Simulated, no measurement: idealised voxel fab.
process module | voxel transistor to metal
cross-section cut | 180 nm wide | cells 5 nm
A cross-section is a grid of square cells, given in bands from the top down. A band is one or more rows of cells.
Each band's line starts with the height of the band's top and of its bottom, in nm. Then come its materials from left to right, each with its width in nm. One material with "throughout" fills the band from edge to edge. "air" is empty space.
Height 0 is the level under which the wafer as received is all one material. The lowest band goes on downwards, as in "0 down".
A width such as "30 to 40" changes by the same amount from each row of cells to the next, from the band's top row to its bottom row.
"no change" after a step means that no cell of the cross-section changed.
closed voids: empty space of 8 cells or more with no open way to the top, each as width x height at its distance from the left edge, in nm
after a step's settings: what the simulator itself notes on the step
overlay nm, on a step with a mask: how far to the right of its planned place the mask lay; to the left if negative
plan
1 op RECEIVE | material Si
2 op CONFORMAL_DEP | material SiO2 | thk nm 5
3 op CONFORMAL_DEP | material SiN | thk nm 10
4 op DIRECTIONAL_DEP | material aC | thk nm 15
5 op PATTERN | tone cover | mask id ACTIVE | material resist | width nm 115 | thk nm 35 | overlay nm 0
6 op DIRECTIONAL_ETCH | etch materials aC | depth nm 15
7 op STRIP | etch materials resist
8 op DIRECTIONAL_ETCH | etch materials SiN | depth nm 10
9 op DIRECTIONAL_ETCH | etch materials SiO2 | depth nm 5
10 op DIRECTIONAL_ETCH | etch materials Si | depth nm 20
11 op STRIP | etch materials aC
12 op OXIDIZE | depth nm 5
13 op FILL_DEP | material SiO2 | thk nm 15
14 op CMP | height nm 15
15 op SELECTIVE_ETCH | etch materials SiO2 | depth nm 5
16 op STRIP | etch materials SiN
17 op SELECTIVE_ETCH | etch materials SiO2 | depth nm 5
18 op OXIDIZE | depth nm 5
19 op DIRECTIONAL_DEP | material polySi | thk nm 30
20 op DIRECTIONAL_DEP | material SiCN | thk nm 10
21 op MASKED_ETCH | tone cover | mask id GATE | width nm 25 | etch materials SiCN | depth nm 20 | overlay nm 0
22 op MASKED_ETCH | tone cover | mask id GATE | width nm 25 | etch materials polySi | depth nm 40 | overlay nm 0
23 op CONFORMAL_DEP | material SiN | thk nm 5
24 op DIRECTIONAL_ETCH | etch materials SiN | depth nm 5
25 op DIRECTIONAL_ETCH | etch materials SiO2 | depth nm 5
26 op DIRECTIONAL_ETCH | etch materials Si | depth nm 15
27 op EPI | material nSi | thk nm 15
28 op FILL_DEP | material SiO2 | thk nm 5
29 op CMP | height nm 30
30 op STRIP | etch materials polySi
31 op SELECTIVE_ETCH | etch materials SiO2 | depth nm 5
32 op CONFORMAL_DEP | material HfO2 | thk nm 5
33 op CONFORMAL_DEP | material TiN | thk nm 5
34 op FILL_DEP | material W | thk nm 10
35 op CMP | height nm 25
36 op DIRECTIONAL_DEP | material SiO2 | thk nm 10
37 op MASKED_ETCH | tone open | mask id CONTACT | width nm 15 | pitch nm 80 | etch materials SiO2 | depth nm 40 | overlay nm 0
38 op CONFORMAL_DEP | material TiN | thk nm 5
39 op FILL_DEP | material W | thk nm 5
40 op CMP | height nm 35
41 op DIRECTIONAL_DEP | material TiN | thk nm 5
42 op DIRECTIONAL_DEP | material Ru | thk nm 20
43 op MASKED_ETCH | tone cover | mask id METAL_1 | width nm 15 | pitch nm 80 | etch materials Ru | depth nm 20 | overlay nm 0
44 op MASKED_ETCH | tone cover | mask id METAL_1 | width nm 15 | pitch nm 80 | etch materials TiN | depth nm 5 | overlay nm 0
45 op CONFORMAL_DEP | material SiN | thk nm 5
46 op FILL_DEP | material SiO2 | thk nm 10
47 op CMP | height nm 60
48 op CONFORMAL_DEP | material SiCN | thk nm 5
varied across the wafers: thk nm of step 48. The plan shows the first wafer's value. All wafers start alike
first wafer as received, after step 1
  0 down: Si throughout
  closed voids: none
each wafer at the end: cells of each material gained (+) or lost (-) since it was received, then its closed voids
thk nm 5 | +17 HfO2 | +24 Ru | -138 Si | +36 SiCN | +58 SiN | +342 SiO2 | +51 TiN | +18 W | +60 nSi | closed voids: none
thk nm 10 | +17 HfO2 | +24 Ru | -138 Si | +72 SiCN | +58 SiN | +342 SiO2 | +51 TiN | +18 W | +60 nSi | closed voids: none
thk nm 15 | +17 HfO2 | +24 Ru | -138 Si | +108 SiCN | +58 SiN | +342 SiO2 | +51 TiN | +18 W | +60 nSi | closed voids: none
thk nm 20 | +17 HfO2 | +24 Ru | -138 Si | +144 SiCN | +58 SiN | +342 SiO2 | +51 TiN | +18 W | +60 nSi | closed voids: none
